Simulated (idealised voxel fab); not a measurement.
Process module name: voxel released beams
The cross-section on display is named cut; it measures 235 nm wide, and its cells are 5 nm squares.
Each cross-section below is a grid of square cells, stated as bands in top-down order, with one or more rows of cells making up each band. The entry gives the band's vertical extent as a top height and a bottom height in nm, then its horizontal make-up as materials from left to right, each with a width in nm. "blank" stands for empty space; a single material marked "all across" fills the band edge to edge. Below 0: as-received wafer, all one material; heights counted from there. Lowest band: no bottom, goes on down, written "z 0 and below". Quick explanation for "30->40": the width changes in equal steps down the rows of cells, from the first number in the band's top row to the second number in its bottom row. Reading "changes: none" for a step: not a cell of the cross-section changed in it. Basically, "Sealed cavities" tells you about the enclosed voids: empty spaces with no open way to the top, 8 cells or bigger, each written width x height at distance, where distance is from the left edge, all in nm. Step line, after settings: the simulator's comment on this step. overlay nm: step with mask; distance mask lay right of planned place; negative value = left of planned place.

# These are the steps we planned for the process
1,RECEIVE | material Si
2,CONFORMAL_DEP | material Al2O3 | thk nm 10
3,DIRECTIONAL_DEP | material SiO2 | thk nm 15
4,MASKED_ETCH | tone open | mask id ANCHOR | width nm 30 | etch materials SiO2 | depth nm 15 | overlay nm 0
5,CONFORMAL_DEP | material polySi | thk nm 10
6,MASKED_ETCH | tone cover | mask id BEAM | width nm 100 | etch materials polySi | depth nm 10 | overlay nm 0
7,STRIP | etch materials SiO2

# Run as planned: first of two wafers

# This is the cross-section of the wafer as we received it, i.e. after step 1
- z 0 and below: Si all across
- Sealed cavities: none

# The wafer, seen in cross-section, after step 2
- z 10 to 0: Al2O3 all across
- Under the height 0 nothing was changed.

# The wafer, seen in cross-section, after step 3
- z 25 to 10: SiO2 all across
- Under the height 10 nothing was changed.

# The wafer, seen in cross-section, after step 4
- z 25 to 10: SiO2 70 nm, then blank 30 nm, then SiO2 135 nm
- Under the height 10 nothing was changed.

# The wafer, seen in cross-section, after step 5
- z 35 to 25: polySi 80 nm, then blank 10 nm, then polySi 145 nm
- z 25 to 20: SiO2 70 nm, then polySi 10 nm, then blank 10 nm, then polySi 10 nm, then SiO2 135 nm
- z 20 to 10: SiO2 70 nm, then polySi 30 nm, then SiO2 135 nm
- Under the height 10 nothing was changed.

# The wafer, seen in cross-section, after step 6
- z 35 to 25: blank 65 nm, then polySi 15 nm, then blank 10 nm, then polySi 75 nm, then blank 70 nm
- Under the height 25 nothing was changed.

# The wafer, seen in cross-section, after step 7
- z 35 to 25: blank 65 nm, then polySi 15 nm, then blank 10 nm, then polySi 75 nm, then blank 70 nm
- z 25 to 20: blank 70 nm, then polySi 10 nm, then blank 10 nm, then polySi 10 nm, then blank 135 nm
- z 20 to 10: blank 70 nm, then polySi 30 nm, then blank 135 nm
- Under the height 10 nothing was changed.

# Regarding the second of the two wafers: it shared the first wafer's starting condition and process plan, yet one error occurred during its execution. Its history coincides with that of the first wafer up to and including step 2

# Second wafer, cut view, end of step 3 per plan
- z 25 to 10: polySi all across
- Under the height 10 nothing was changed.

Second wafer, cut view, end of step 4 per plan: changes: none

# Second wafer, cut view, end of step 5 per plan
- z 35 to 10: polySi all across
- Under the height 10 nothing was changed.

# Second wafer, cut view, end of step 6 per plan
- z 35 to 25: blank 65 nm, then polySi 100 nm, then blank 70 nm
- Under the height 25 nothing was changed.

Second wafer, cut view, end of step 7 per plan: changes: none
What went wrong in running the wafer? for step 3, the planned setting was not used; the step was instead run as DIRECTIONAL_DEP | material polySi | thk nm 15
In the final state, the cell counts of the second wafer exceed or fall short of those of the first for the following materials: polySi +129
